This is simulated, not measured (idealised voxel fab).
Process module under the name voxel trench capacitor
FYI the section here is cut, 245 nm wide, cells are 5 nm squares.
If you're reading a cross-section in this doc, picture square cells in a grid; it comes to you as bands, top ones listed first down to the bottom, and a band can be one or more rows of cells.
First you get the band's top height and its bottom height, in nm, and then the materials it's made of, left to right, with each width in nm. If you see a single material with "all across", that one covers the band edge to edge. "air" is empty space.
Height 0 is the level under which the wafer as received is all one material. The lowest band goes on downwards, as in "0..down".
It should be noted that a width expressed as "30->40" varies in equal increments from row to row of cells within the band, taking the value of the first number at the top row and that of the second number at the bottom row.
"nothing altered" after a step means that no cell of the cross-section changed.
Closed-off voids of 8+ cells (no open route to the top) go in "Voids, enclosed", written width x height at distance from the left edge, in nm.
Note: text after step settings on the step line = simulator remark on that step.
The line of a step may include "overlay nm". On a step with a mask, this value is how far to the right of its planned place the mask lay. A negative value means the mask lay to the left.

HERE'S WHAT THE PLANNED PROCESS STEPS LOOK LIKE
| 1 | RECEIVE | material Si |
| 2 | CONFORMAL_DEP | material SiN | thk nm 5 |
| 3 | DIRECTIONAL_DEP | material aC | thk nm 15 |
| 4 | PATTERN | tone open | mask id TRENCH | material resist | width nm 25 | pitch nm 50 | thk nm 30 | overlay nm 0 |
| 5 | DIRECTIONAL_ETCH | etch materials aC | depth nm 15 |
| 6 | STRIP | etch materials resist |
| 7 | DIRECTIONAL_ETCH | etch materials SiN | depth nm 5 |
| 8 | DIRECTIONAL_ETCH | etch materials Si | depth nm 25 |
| 9 | STRIP | etch materials aC |
| 10 | CONFORMAL_DEP | material HfO2 | thk nm 5 |
| 11 | CONFORMAL_DEP | material TiN | thk nm 5 |
| 12 | FILL_DEP | material W | thk nm 5 |
| 13 | CMP | height nm 5 |

AS-RECEIVED WAFER CROSS-SECTION (AFTER STEP 1)
  0..down = Si all across
  Voids, enclosed: none

CROSS-SECTION AT MODULE END, ONE RUN ERROR; START AND PLAN UNCHANGED FROM ABOVE
  5..0 = SiN=65 | HfO2=5 | TiN=10 | HfO2=5 | SiN=30 | HfO2=5 | TiN=10 | HfO2=5 | SiN=30 | HfO2=5 | TiN=10 | HfO2=5 | SiN=60
  0..-20 = Si=65 | HfO2=5 | TiN=10 | HfO2=5 | Si=30 | HfO2=5 | TiN=10 | HfO2=5 | Si=30 | HfO2=5 | TiN=10 | HfO2=5 | Si=60
  -20..-25 = Si=65 | HfO2=20 | Si=30 | HfO2=20 | Si=30 | HfO2=20 | Si=60
  -25..down = Si all across
  Voids, enclosed: none
In executing the process, a mistake was made relative to the plan: step 4: run off-plan, actual operation and settings PATTERN | tone open | mask id TRENCH | material resist | width nm 20 | pitch nm 50 | thk nm 30 | overlay nm 0
